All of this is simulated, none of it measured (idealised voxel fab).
process module | voxel transistor to metal
cross-section cut | 195 nm wide | cells 5 nm
A cross-section is a grid of square cells, given in bands from the top down. A band is one or more rows of cells.
Each band's line starts with the height of the band's top and of its bottom, in nm. Then come its materials from left to right, each with its width in nm. One material with "throughout" fills the band from edge to edge. "air" is empty space.
Height 0 is the level under which the wafer as received is all one material. The lowest band goes on downwards, as in "0 down".
A width such as "30 to 40" changes by the same amount from each row of cells to the next, from the band's top row to its bottom row.
"no change" after a step means that no cell of the cross-section changed.
closed voids: empty space of 8 cells or more with no open way to the top, each as width x height at its distance from the left edge, in nm
after a step's settings: what the simulator itself notes on the step
overlay nm, on a step with a mask: how far to the right of its planned place the mask lay; to the left if negative
plan
1 op RECEIVE | material Si
2 op CONFORMAL_DEP | material SiO2 | thk nm 5
3 op CONFORMAL_DEP | material SiN | thk nm 10
4 op DIRECTIONAL_DEP | material aC | thk nm 15
5 op PATTERN | tone cover | mask id ACTIVE | material resist | width nm 105 | thk nm 35 | overlay nm 0
6 op DIRECTIONAL_ETCH | etch materials aC | depth nm 15
7 op STRIP | etch materials resist
8 op DIRECTIONAL_ETCH | etch materials SiN | depth nm 10
9 op DIRECTIONAL_ETCH | etch materials SiO2 | depth nm 5
10 op DIRECTIONAL_ETCH | etch materials Si | depth nm 25
11 op STRIP | etch materials aC
12 op OXIDIZE | depth nm 5
13 op FILL_DEP | material SiO2 | thk nm 10
14 op CMP | height nm 15
15 op SELECTIVE_ETCH | etch materials SiO2 | depth nm 5
16 op STRIP | etch materials SiN
17 op SELECTIVE_ETCH | etch materials SiO2 | depth nm 5
18 op OXIDIZE | depth nm 5
19 op DIRECTIONAL_DEP | material polySi | thk nm 20
20 op DIRECTIONAL_DEP | material SiCN | thk nm 15
21 op DIRECTIONAL_DEP | material aC | thk nm 10
22 op PATTERN | tone cover | mask id GATE | material resist | width nm 25 | thk nm 30 | overlay nm 0
23 op DIRECTIONAL_ETCH | etch materials aC | depth nm 10
24 op STRIP | etch materials resist
25 op DIRECTIONAL_ETCH | etch materials SiCN | depth nm 25
26 op DIRECTIONAL_ETCH | etch materials polySi | depth nm 30
27 op STRIP | etch materials aC
28 op CONFORMAL_DEP | material SiN | thk nm 5
29 op DIRECTIONAL_ETCH | etch materials SiN | depth nm 5
30 op DIRECTIONAL_ETCH | etch materials SiO2 | depth nm 5
31 op DIRECTIONAL_ETCH | etch materials Si | depth nm 10
32 op EPI | material SiGe | thk nm 15
33 op FILL_DEP | material SiO2 | thk nm 10
34 op CMP | height nm 20
35 op STRIP | etch materials polySi
36 op SELECTIVE_ETCH | etch materials SiO2 | depth nm 5
37 op CONFORMAL_DEP | material HfO2 | thk nm 5
38 op CONFORMAL_DEP | material TiN | thk nm 5
39 op FILL_DEP | material W | thk nm 10
40 op CMP | height nm 15
41 op DIRECTIONAL_DEP | material SiO2 | thk nm 10
42 op MASKED_ETCH | tone open | mask id CONTACT | width nm 15 | pitch nm 80 | etch materials SiO2 | depth nm 25 | overlay nm 0
43 op CONFORMAL_DEP | material TiN | thk nm 5
44 op FILL_DEP | material W | thk nm 5
45 op CMP | height nm 25
46 op DIRECTIONAL_DEP | material TiN | thk nm 5
47 op DIRECTIONAL_DEP | material W | thk nm 15
48 op DIRECTIONAL_DEP | material aC | thk nm 15
49 op PATTERN | tone cover | mask id METAL_1 | material resist | width nm 15 | pitch nm 80 | thk nm 35 | overlay nm 0
50 op DIRECTIONAL_ETCH | etch materials aC | depth nm 15
51 op STRIP | etch materials resist
52 op DIRECTIONAL_ETCH | etch materials W | depth nm 15
53 op DIRECTIONAL_ETCH | etch materials TiN | depth nm 5
54 op STRIP | etch materials aC
55 op FILL_DEP | material SiO2 | thk nm 10
56 op CMP | height nm 45
57 op CONFORMAL_DEP | material SiCN | thk nm 5
58 op DIRECTIONAL_DEP | material SiO2 | thk nm 30
59 op DIRECTIONAL_DEP | material aC | thk nm 15
60 op PATTERN | tone open | mask id METAL_2 | material resist | width nm 15 | pitch nm 80 | thk nm 35 | overlay nm 0
61 op DIRECTIONAL_ETCH | etch materials aC | depth nm 15
62 op STRIP | etch materials resist
63 op DIRECTIONAL_ETCH | etch materials SiO2 | depth nm 20
64 op STRIP | etch materials aC
65 op PATTERN | tone open | mask id METAL_2_HOLES | material resist | width nm 15 | pitch nm 80 | thk nm 15 | overlay nm 0
66 op DIRECTIONAL_ETCH | etch materials SiO2 | depth nm 10
67 op DIRECTIONAL_ETCH | etch materials SiCN | depth nm 5
68 op STRIP | etch materials resist
69 op CONFORMAL_DEP | material TiN | thk nm 5
70 op FILL_DEP | material Ru | thk nm 10
71 op CMP | height nm 80
72 op CONFORMAL_DEP | material SiCN | thk nm 5
first wafer, as planned
as received, after step 1
  0 down: Si throughout
  closed voids: none
after step 2
  5 to 0: SiO2 throughout
  below 0: unchanged
after step 3
  15 to 5: SiN throughout
  below 5: unchanged
after step 4
  30 to 15: aC throughout
  below 15: unchanged
after step 5
  65 to 30: air 45 | resist 105 | air 45
  below 30: unchanged
after step 6
  50 to 30: air 45 | resist 105 | air 45
  30 to 15: air 45 | aC 105 | air 45
  below 15: unchanged
after step 7
  30 to 15: air 45 | aC 105 | air 45
  below 15: unchanged
after step 8
  30 to 15: air 45 | aC 105 | air 45
  15 to 5: air 45 | SiN 105 | air 45
  below 5: unchanged
after step 9
  30 to 15: air 45 | aC 105 | air 45
  15 to 5: air 45 | SiN 105 | air 45
  5 to 0: air 45 | SiO2 105 | air 45
  below 0: unchanged
after step 10
  30 to 15: air 45 | aC 105 | air 45
  15 to 5: air 45 | SiN 105 | air 45
  5 to 0: air 45 | SiO2 105 | air 45
  0 to -25: air 45 | Si 105 | air 45
  below -25: unchanged
after step 11
  15 to 5: air 45 | SiN 105 | air 45
  below 5: unchanged
after step 12
  15 to 5: air 45 | SiN 105 | air 45
  5 to 0: air 45 | SiO2 105 | air 45
  0 to -25: air 45 | SiO2 5 | Si 95 | SiO2 5 | air 45
  -25 to -30: SiO2 50 | Si 95 | SiO2 50
  below -30: unchanged
after step 13
  25 to 15: SiO2 throughout
  15 to 5: SiO2 45 | SiN 105 | SiO2 45
  5 to 0: SiO2 throughout
  0 to -30: SiO2 50 | Si 95 | SiO2 50
  below -30: unchanged
after step 14
  15 to 5: SiO2 45 | SiN 105 | SiO2 45
  below 5: unchanged
after step 15
  15 to 10: air 45 | SiN 105 | air 45
  below 10: unchanged
after step 16
  10 to 5: SiO2 45 | air 105 | SiO2 45
  below 5: unchanged
after step 17
  5 to 0: SiO2 40 | air 115 | SiO2 40
  below 0: unchanged
after step 18
  5 to 0: SiO2 40 | air 115 | SiO2 40
  0 to -5: SiO2 throughout
  below -5: unchanged
after step 19
  25 to 20: polySi 40 | air 115 | polySi 40
  20 to 5: polySi throughout
  5 to 0: SiO2 40 | polySi 115 | SiO2 40
  below 0: unchanged
after step 20
  40 to 35: SiCN 40 | air 115 | SiCN 40
  35 to 25: SiCN throughout
  25 to 20: polySi 40 | SiCN 115 | polySi 40
  below 20: unchanged
after step 21
  50 to 45: aC 40 | air 115 | aC 40
  45 to 40: aC throughout
  40 to 35: SiCN 40 | aC 115 | SiCN 40
  below 35: unchanged
after step 22
  80 to 50: air 85 | resist 25 | air 85
  50 to 45: aC 40 | air 45 | resist 25 | air 45 | aC 40
  below 45: unchanged
after step 23
  70 to 45: air 85 | resist 25 | air 85
  45 to 40: air 85 | aC 25 | air 85
  40 to 35: SiCN 40 | air 45 | aC 25 | air 45 | SiCN 40
  below 35: unchanged
after step 24
  45 to 40: air 85 | aC 25 | air 85
  below 40: unchanged
after step 25
  45 to 35: air 85 | aC 25 | air 85
  35 to 25: air 85 | SiCN 25 | air 85
  25 to 20: polySi 40 | air 45 | SiCN 25 | air 45 | polySi 40
  below 20: unchanged
after step 26
  45 to 35: air 85 | aC 25 | air 85
  35 to 20: air 85 | SiCN 25 | air 85
  20 to 5: air 85 | polySi 25 | air 85
  5 to 0: SiO2 40 | air 45 | polySi 25 | air 45 | SiO2 40
  below 0: unchanged
after step 27
  35 to 20: air 85 | SiCN 25 | air 85
  below 20: unchanged
after step 28
  40 to 35: air 80 | SiN 35 | air 80
  35 to 20: air 80 | SiN 5 | SiCN 25 | SiN 5 | air 80
  20 to 10: air 80 | SiN 5 | polySi 25 | SiN 5 | air 80
  10 to 5: SiN 45 | air 35 | SiN 5 | polySi 25 | SiN 5 | air 35 | SiN 45
  5 to 0: SiO2 40 | SiN 45 | polySi 25 | SiN 45 | SiO2 40
  below 0: unchanged
after step 29
  35 to 20: air 80 | SiN 5 | SiCN 25 | SiN 5 | air 80
  20 to 5: air 80 | SiN 5 | polySi 25 | SiN 5 | air 80
  5 to 0: SiO2 40 | SiN 5 | air 35 | SiN 5 | polySi 25 | SiN 5 | air 35 | SiN 5 | SiO2 40
  below 0: unchanged
after step 30
  35 to 20: air 80 | SiN 5 | SiCN 25 | SiN 5 | air 80
  20 to 5: air 80 | SiN 5 | polySi 25 | SiN 5 | air 80
  5 to 0: air 40 | SiN 5 | air 35 | SiN 5 | polySi 25 | SiN 5 | air 35 | SiN 5 | air 40
  0 to -5: SiO2 45 | air 35 | SiO2 35 | air 35 | SiO2 45
  below -5: unchanged
after step 31
  35 to 20: air 80 | SiN 5 | SiCN 25 | SiN 5 | air 80
  20 to 5: air 80 | SiN 5 | polySi 25 | SiN 5 | air 80
  5 to 0: air 40 | SiN 5 | air 35 | SiN 5 | polySi 25 | SiN 5 | air 35 | SiN 5 | air 40
  0 to -5: SiO2 45 | air 35 | SiO2 35 | air 35 | SiO2 45
  -5 to -15: SiO2 50 | air 30 | Si 35 | air 30 | SiO2 50
  below -15: unchanged
after step 32
  35 to 20: air 80 | SiN 5 | SiCN 25 | SiN 5 | air 80
  20 to 10: air 80 | SiN 5 | polySi 25 | SiN 5 | air 80
  10 to 5: air 65 | SiGe 15 | SiN 5 | polySi 25 | SiN 5 | SiGe 15 | air 65
  5 to 0: air 40 | SiN 5 | air 20 | SiGe 15 | SiN 5 | polySi 25 | SiN 5 | SiGe 15 | air 20 | SiN 5 | air 40
  0 to -5: SiO2 45 | SiGe 35 | SiO2 35 | SiGe 35 | SiO2 45
  -5 to -15: SiO2 50 | SiGe 30 | Si 35 | SiGe 30 | SiO2 50
  below -15: unchanged
after step 33
  45 to 35: SiO2 throughout
  35 to 20: SiO2 80 | SiN 5 | SiCN 25 | SiN 5 | SiO2 80
  20 to 10: SiO2 80 | SiN 5 | polySi 25 | SiN 5 | SiO2 80
  10 to 5: SiO2 65 | SiGe 15 | SiN 5 | polySi 25 | SiN 5 | SiGe 15 | SiO2 65
  5 to 0: SiO2 40 | SiN 5 | SiO2 20 | SiGe 15 | SiN 5 | polySi 25 | SiN 5 | SiGe 15 | SiO2 20 | SiN 5 | SiO2 40
  below 0: unchanged
after step 34
  20 to 10: SiO2 80 | SiN 5 | polySi 25 | SiN 5 | SiO2 80
  below 10: unchanged
after step 35
  20 to 10: SiO2 80 | SiN 5 | air 25 | SiN 5 | SiO2 80
  10 to 5: SiO2 65 | SiGe 15 | SiN 5 | air 25 | SiN 5 | SiGe 15 | SiO2 65
  5 to 0: SiO2 40 | SiN 5 | SiO2 20 | SiGe 15 | SiN 5 | air 25 | SiN 5 | SiGe 15 | SiO2 20 | SiN 5 | SiO2 40
  below 0: unchanged
after step 36
  20 to 15: air 80 | SiN 5 | air 25 | SiN 5 | air 80
  15 to 10: SiO2 80 | SiN 5 | air 25 | SiN 5 | SiO2 80
  10 to 5: SiO2 65 | SiGe 15 | SiN 5 | air 25 | SiN 5 | SiGe 15 | SiO2 65
  5 to 0: SiO2 40 | SiN 5 | SiO2 20 | SiGe 15 | SiN 5 | air 25 | SiN 5 | SiGe 15 | SiO2 20 | SiN 5 | SiO2 40
  0 to -5: SiO2 45 | SiGe 35 | air 35 | SiGe 35 | SiO2 45
  below -5: unchanged
after step 37
  25 to 20: air 75 | HfO2 15 | air 15 | HfO2 15 | air 75
  20 to 15: HfO2 80 | SiN 5 | HfO2 5 | air 15 | HfO2 5 | SiN 5 | HfO2 80
  15 to 10: SiO2 80 | SiN 5 | HfO2 5 | air 15 | HfO2 5 | SiN 5 | SiO2 80
  10 to 5: SiO2 65 | SiGe 15 | SiN 5 | HfO2 5 | air 15 | HfO2 5 | SiN 5 | SiGe 15 | SiO2 65
  5 to 0: SiO2 40 | SiN 5 | SiO2 20 | SiGe 15 | SiN 5 | HfO2 5 | air 15 | HfO2 5 | SiN 5 | SiGe 15 | SiO2 20 | SiN 5 | SiO2 40
  0 to -5: SiO2 45 | SiGe 35 | HfO2 35 | SiGe 35 | SiO2 45
  below -5: unchanged
after step 38
  30 to 25: air 70 | TiN 25 | air 5 | TiN 25 | air 70
  25 to 20: TiN 75 | HfO2 15 | TiN 5 | air 5 | TiN 5 | HfO2 15 | TiN 75
  20 to 15: HfO2 80 | SiN 5 | HfO2 5 | TiN 5 | air 5 | TiN 5 | HfO2 5 | SiN 5 | HfO2 80
  15 to 10: SiO2 80 | SiN 5 | HfO2 5 | TiN 5 | air 5 | TiN 5 | HfO2 5 | SiN 5 | SiO2 80
  10 to 5: SiO2 65 | SiGe 15 | SiN 5 | HfO2 5 | TiN 5 | air 5 | TiN 5 | HfO2 5 | SiN 5 | SiGe 15 | SiO2 65
  5 to 0: SiO2 40 | SiN 5 | SiO2 20 | SiGe 15 | SiN 5 | HfO2 5 | TiN 15 | HfO2 5 | SiN 5 | SiGe 15 | SiO2 20 | SiN 5 | SiO2 40
  below 0: unchanged
after step 39
  40 to 30: W throughout
  30 to 25: W 70 | TiN 25 | W 5 | TiN 25 | W 70
  25 to 20: TiN 75 | HfO2 15 | TiN 5 | W 5 | TiN 5 | HfO2 15 | TiN 75
  20 to 15: HfO2 80 | SiN 5 | HfO2 5 | TiN 5 | W 5 | TiN 5 | HfO2 5 | SiN 5 | HfO2 80
  15 to 10: SiO2 80 | SiN 5 | HfO2 5 | TiN 5 | W 5 | TiN 5 | HfO2 5 | SiN 5 | SiO2 80
  10 to 5: SiO2 65 | SiGe 15 | SiN 5 | HfO2 5 | TiN 5 | W 5 | TiN 5 | HfO2 5 | SiN 5 | SiGe 15 | SiO2 65
  below 5: unchanged
after step 40
  15 to 10: SiO2 80 | SiN 5 | HfO2 5 | TiN 5 | W 5 | TiN 5 | HfO2 5 | SiN 5 | SiO2 80
  below 10: unchanged
after step 41
  25 to 15: SiO2 throughout
  below 15: unchanged
after step 42
  25 to 15: SiO2 50 | air 15 | SiO2 65 | air 15 | SiO2 50
  15 to 10: SiO2 50 | air 15 | SiO2 15 | SiN 5 | HfO2 5 | TiN 5 | W 5 | TiN 5 | HfO2 5 | SiN 5 | SiO2 15 | air 15 | SiO2 50
  10 to 5: SiO2 50 | air 15 | SiGe 15 | SiN 5 | HfO2 5 | TiN 5 | W 5 | TiN 5 | HfO2 5 | SiN 5 | SiGe 15 | air 15 | SiO2 50
  5 to 0: SiO2 40 | SiN 5 | SiO2 5 | air 15 | SiGe 15 | SiN 5 | HfO2 5 | TiN 15 | HfO2 5 | SiN 5 | SiGe 15 | air 15 | SiO2 5 | SiN 5 | SiO2 40
  below 0: unchanged
after step 43
  30 to 25: TiN 55 | air 5 | TiN 75 | air 5 | TiN 55
  25 to 15: SiO2 50 | TiN 5 | air 5 | TiN 5 | SiO2 65 | TiN 5 | air 5 | TiN 5 | SiO2 50
  15 to 10: SiO2 50 | TiN 5 | air 5 | TiN 5 | SiO2 15 | SiN 5 | HfO2 5 | TiN 5 | W 5 | TiN 5 | HfO2 5 | SiN 5 | SiO2 15 | TiN 5 | air 5 | TiN 5 | SiO2 50
  10 to 5: SiO2 50 | TiN 5 | air 5 | TiN 5 | SiGe 15 | SiN 5 | HfO2 5 | TiN 5 | W 5 | TiN 5 | HfO2 5 | SiN 5 | SiGe 15 | TiN 5 | air 5 | TiN 5 | SiO2 50
  5 to 0: SiO2 40 | SiN 5 | SiO2 5 | TiN 15 | SiGe 15 | SiN 5 | HfO2 5 | TiN 15 | HfO2 5 | SiN 5 | SiGe 15 | TiN 15 | SiO2 5 | SiN 5 | SiO2 40
  below 0: unchanged
after step 44
  35 to 30: W throughout
  30 to 25: TiN 55 | W 5 | TiN 75 | W 5 | TiN 55
  25 to 15: SiO2 50 | TiN 5 | W 5 | TiN 5 | SiO2 65 | TiN 5 | W 5 | TiN 5 | SiO2 50
  15 to 10: SiO2 50 | TiN 5 | W 5 | TiN 5 | SiO2 15 | SiN 5 | HfO2 5 | TiN 5 | W 5 | TiN 5 | HfO2 5 | SiN 5 | SiO2 15 | TiN 5 | W 5 | TiN 5 | SiO2 50
  10 to 5: SiO2 50 | TiN 5 | W 5 | TiN 5 | SiGe 15 | SiN 5 | HfO2 5 | TiN 5 | W 5 | TiN 5 | HfO2 5 | SiN 5 | SiGe 15 | TiN 5 | W 5 | TiN 5 | SiO2 50
  below 5: unchanged
after step 45
  25 to 15: SiO2 50 | TiN 5 | W 5 | TiN 5 | SiO2 65 | TiN 5 | W 5 | TiN 5 | SiO2 50
  below 15: unchanged
after step 46
  30 to 25: TiN throughout
  below 25: unchanged
after step 47
  45 to 30: W throughout
  below 30: unchanged
after step 48
  60 to 45: aC throughout
  below 45: unchanged
after step 49
  95 to 60: air 50 | resist 15 | air 65 | resist 15 | air 50
  below 60: unchanged
after step 50
  80 to 60: air 50 | resist 15 | air 65 | resist 15 | air 50
  60 to 45: air 50 | aC 15 | air 65 | aC 15 | air 50
  below 45: unchanged
after step 51
  60 to 45: air 50 | aC 15 | air 65 | aC 15 | air 50
  below 45: unchanged
after step 52
  60 to 45: air 50 | aC 15 | air 65 | aC 15 | air 50
  45 to 30: air 50 | W 15 | air 65 | W 15 | air 50
  below 30: unchanged
after step 53
  60 to 45: air 50 | aC 15 | air 65 | aC 15 | air 50
  45 to 30: air 50 | W 15 | air 65 | W 15 | air 50
  30 to 25: air 50 | TiN 15 | air 65 | TiN 15 | air 50
  below 25: unchanged
after step 54
  45 to 30: air 50 | W 15 | air 65 | W 15 | air 50
  below 30: unchanged
after step 55
  55 to 45: SiO2 throughout
  45 to 30: SiO2 50 | W 15 | SiO2 65 | W 15 | SiO2 50
  30 to 25: SiO2 50 | TiN 15 | SiO2 65 | TiN 15 | SiO2 50
  below 25: unchanged
after step 56
  45 to 30: SiO2 50 | W 15 | SiO2 65 | W 15 | SiO2 50
  below 30: unchanged
after step 57
  50 to 45: SiCN throughout
  below 45: unchanged
after step 58
  80 to 50: SiO2 throughout
  below 50: unchanged
after step 59
  95 to 80: aC throughout
  below 80: unchanged
after step 60
  130 to 95: resist 50 | air 15 | resist 65 | air 15 | resist 50
  below 95: unchanged
after step 61
  115 to 95: resist 50 | air 15 | resist 65 | air 15 | resist 50
  95 to 80: aC 50 | air 15 | aC 65 | air 15 | aC 50
  below 80: unchanged
after step 62
  95 to 80: aC 50 | air 15 | aC 65 | air 15 | aC 50
  below 80: unchanged
after step 63
  95 to 80: aC 50 | air 15 | aC 65 | air 15 | aC 50
  80 to 60: SiO2 50 | air 15 | SiO2 65 | air 15 | SiO2 50
  below 60: unchanged
after step 64
  80 to 60: SiO2 50 | air 15 | SiO2 65 | air 15 | SiO2 50
  below 60: unchanged
after step 65
  95 to 80: resist 50 | air 15 | resist 65 | air 15 | resist 50
  below 80: unchanged
after step 66
  95 to 80: resist 50 | air 15 | resist 65 | air 15 | resist 50
  80 to 50: SiO2 50 | air 15 | SiO2 65 | air 15 | SiO2 50
  below 50: unchanged
after step 67
  95 to 80: resist 50 | air 15 | resist 65 | air 15 | resist 50
  80 to 50: SiO2 50 | air 15 | SiO2 65 | air 15 | SiO2 50
  50 to 45: SiCN 50 | air 15 | SiCN 65 | air 15 | SiCN 50
  below 45: unchanged
after step 68
  80 to 50: SiO2 50 | air 15 | SiO2 65 | air 15 | SiO2 50
  below 50: unchanged
after step 69
  85 to 80: TiN 55 | air 5 | TiN 75 | air 5 | TiN 55
  80 to 50: SiO2 50 | TiN 5 | air 5 | TiN 5 | SiO2 65 | TiN 5 | air 5 | TiN 5 | SiO2 50
  50 to 45: SiCN 50 | TiN 15 | SiCN 65 | TiN 15 | SiCN 50
  below 45: unchanged
after step 70
  95 to 85: Ru throughout
  85 to 80: TiN 55 | Ru 5 | TiN 75 | Ru 5 | TiN 55
  80 to 50: SiO2 50 | TiN 5 | Ru 5 | TiN 5 | SiO2 65 | TiN 5 | Ru 5 | TiN 5 | SiO2 50
  below 50: unchanged
after step 71
  80 to 50: SiO2 50 | TiN 5 | Ru 5 | TiN 5 | SiO2 65 | TiN 5 | Ru 5 | TiN 5 | SiO2 50
  below 50: unchanged
after step 72
  85 to 80: SiCN throughout
  below 80: unchanged
second wafer: like start, like plan, one mistake. Through step 64 it matches the first wafer
when step 65 should have ended
  95 to 80: air 50 | resist 15 | air 65 | resist 15 | air 50
  80 to 60: SiO2 50 | resist 15 | SiO2 65 | resist 15 | SiO2 50
  below 60: unchanged
when step 66 should have ended
  95 to 70: air 50 | resist 15 | air 65 | resist 15 | air 50
  below 70: unchanged
when step 67 should have ended: no change
when step 68 should have ended
  70 to 60: SiO2 50 | air 15 | SiO2 65 | air 15 | SiO2 50
  below 60: unchanged
when step 69 should have ended
  75 to 70: TiN 55 | air 5 | TiN 75 | air 5 | TiN 55
  70 to 65: SiO2 50 | TiN 5 | air 5 | TiN 5 | SiO2 65 | TiN 5 | air 5 | TiN 5 | SiO2 50
  65 to 60: SiO2 50 | TiN 15 | SiO2 65 | TiN 15 | SiO2 50
  below 60: unchanged
when step 70 should have ended
  85 to 75: Ru throughout
  75 to 70: TiN 55 | Ru 5 | TiN 75 | Ru 5 | TiN 55
  70 to 65: SiO2 50 | TiN 5 | Ru 5 | TiN 5 | SiO2 65 | TiN 5 | Ru 5 | TiN 5 | SiO2 50
  below 65: unchanged
when step 71 should have ended
  80 to 75: Ru throughout
  below 75: unchanged
when step 72 should have ended
  85 to 80: SiCN throughout
  below 80: unchanged
what went wrong: step 65 ran as: op PATTERN | tone cover | mask id METAL_2_HOLES | material resist | width nm 15 | pitch nm 80 | thk nm 15 | overlay nm 0
at the end the second wafer has, in cells: 31 more of Ru | 6 more of SiCN | 54 fewer of SiO2 | 17 more of TiN
